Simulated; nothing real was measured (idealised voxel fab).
The document below concerns the process module designated voxel capacitor over wiring.
235 nm wide, 5 nm square cells: that's cross-section cut.
When this document writes out a cross-section, it uses a grid of square cells and lists it as bands, beginning at the top and moving down, with a band standing for one or more rows of cells.
In this notation a band is specified by the heights of its top and bottom, in that order and in nm, after which its materials appear from left to right, each paired with its width in nm. The word "edge to edge" attached to a single material means that material fills the band from edge to edge; the word "air" stands for empty space.
Convention: height 0 is the level below which the wafer, as received, is all one material. The lowest band does not terminate at the bottom but continues downward, represented as "from 0 down".
Read "30..40" as a graded width: first number on top, second number at the bottom, same change between each pair of neighbouring rows.
"no alteration" means the step left every cell of the cross-section as it was.
What "Sealed void inventory" gives you is every empty space of 8 cells or more that is cut off from the top. Each appears as width x height at distance, with the distance taken from the left edge and width, height and distance all in nm.
On a step's line, text after the settings is the simulator commenting on that step.
overlay nm: for a step with a mask, the amount by which the mask lay right of where it was planned; a negative amount means left of it.

### Below is the list of planned process steps
1: RECEIVE (material Si)
2: CONFORMAL_DEP (material SiO2; thk nm 15)
3: DIRECTIONAL_DEP (material TiN; thk nm 5)
4: DIRECTIONAL_DEP (material W; thk nm 20)
5: MASKED_ETCH (tone cover; mask id METAL_1; width nm 25; pitch nm 95; etch materials W; depth nm 20; overlay nm 0)
6: MASKED_ETCH (tone cover; mask id METAL_1; width nm 25; pitch nm 95; etch materials TiN; depth nm 5; overlay nm 0)
7: CONFORMAL_DEP (material SiN; thk nm 5)
8: FILL_DEP (material lowk; thk nm 5)
9: CMP (height nm 40)
10: CONFORMAL_DEP (material SiCN; thk nm 5)
11: DIRECTIONAL_DEP (material SiO2; thk nm 20)
12: MASKED_ETCH (tone open; mask id PLUG_1; width nm 15; etch materials SiO2; depth nm 20; overlay nm 0)
13: MASKED_ETCH (tone open; mask id PLUG_1; width nm 15; etch materials SiCN; depth nm 5; overlay nm 0)
14: EPI (material Ru; thk nm 10)
15: EPI (material Ru; thk nm 10)
16: EPI (material Ru; thk nm 5)
17: DIRECTIONAL_DEP (material TiN; thk nm 10)
18: DIRECTIONAL_DEP (material Al2O3; thk nm 5)
19: DIRECTIONAL_DEP (material TiN; thk nm 10)
20: DIRECTIONAL_DEP (material aC; thk nm 15)
21: PATTERN (tone cover; mask id UPPER_PLATE; material resist; width nm 75; thk nm 35; overlay nm 0)
22: DIRECTIONAL_ETCH (etch materials aC; depth nm 15)
23: STRIP (etch materials resist)
24: DIRECTIONAL_ETCH (etch materials TiN; depth nm 10)
25: DIRECTIONAL_ETCH (etch materials Al2O3; depth nm 5)
26: STRIP (etch materials aC)
27: MASKED_ETCH (tone cover; mask id LOWER_PLATE; width nm 85; etch materials TiN; depth nm 10; overlay nm 0)
28: FILL_DEP (material SiO2; thk nm 15)
29: CMP (height nm 100)
30: DIRECTIONAL_DEP (material aC; thk nm 10)
31: PATTERN (tone open; mask id PLUG_2; material resist; width nm 15; thk nm 25; overlay nm 0)
32: DIRECTIONAL_ETCH (etch materials aC; depth nm 10)
33: STRIP (etch materials resist)
34: DIRECTIONAL_ETCH (etch materials SiO2; depth nm 10)
35: STRIP (etch materials aC)
36: CONFORMAL_DEP (material TiN; thk nm 5)
37: FILL_DEP (material Ru; thk nm 10)
38: CMP (height nm 100)
39: CONFORMAL_DEP (material SiN; thk nm 5)

### So this is the incoming wafer in cross-section - it's already been through step 1
    from 0 down | Si edge to edge
    Sealed void inventory: none

### First of two wafers: cross-section at end of module, run per plan
    from 105 to 100 | SiN edge to edge
    from 100 to 95 | SiO2 75, then TiN 5, then Ru 5, then TiN 5, then SiO2 145
    from 95 to 90 | SiO2 75, then TiN 15, then SiO2 145
    from 90 to 80 | SiO2 65, then TiN 75, then SiO2 95
    from 80 to 75 | SiO2 65, then Al2O3 75, then SiO2 95
    from 75 to 65 | SiO2 60, then TiN 85, then SiO2 90
    from 65 to 45 | SiO2 65, then Ru 15, then SiO2 155
    from 45 to 40 | SiCN 65, then Ru 15, then SiCN 155
    from 40 to 20 | lowk 50, then SiN 5, then W 25, then SiN 5, then lowk 60, then SiN 5, then W 25, then SiN 5, then lowk 55
    from 20 to 15 | SiN 55, then TiN 25, then SiN 70, then TiN 25, then SiN 60
    from 15 to 0 | SiO2 edge to edge
    from 0 down | Si edge to edge
    Sealed void inventory: none

### Now the second wafer, cross-sectioned at the end of the module. Nothing different at the start, nothing different in the plan compared with the first, just one mistake when it was actually run
    from 105 to 100 | SiN edge to edge
    from 100 to 95 | SiO2 75, then TiN 5, then Ru 5, then TiN 5, then SiO2 145
    from 95 to 90 | SiO2 75, then TiN 15, then SiO2 145
    from 90 to 80 | SiO2 65, then TiN 75, then SiO2 95
    from 80 to 75 | SiO2 65, then Al2O3 75, then SiO2 95
    from 75 to 65 | SiO2 60, then TiN 85, then SiO2 90
    from 65 to 45 | SiO2 65, then Ru 15, then SiO2 155
    from 45 to 40 | SiCN 75, then Ru 5, then SiCN 155
    from 40 to 20 | lowk 50, then SiN 5, then W 25, then SiN 5, then lowk 60, then SiN 5, then W 25, then SiN 5, then lowk 55
    from 20 to 15 | SiN 55, then TiN 25, then SiN 70, then TiN 25, then SiN 60
    from 15 to 0 | SiO2 edge to edge
    from 0 down | Si edge to edge
    Sealed void inventory: none
Want to know what went wrong? step 13, actual vs plan mismatch, actual run MASKED_ETCH (tone open; mask id PLUG_1; width nm 15; etch materials SiCN; depth nm 5; overlay nm 10)
Count the cells at the end and the second wafer has more or fewer of some materials than the first: Ru -2; SiCN +2
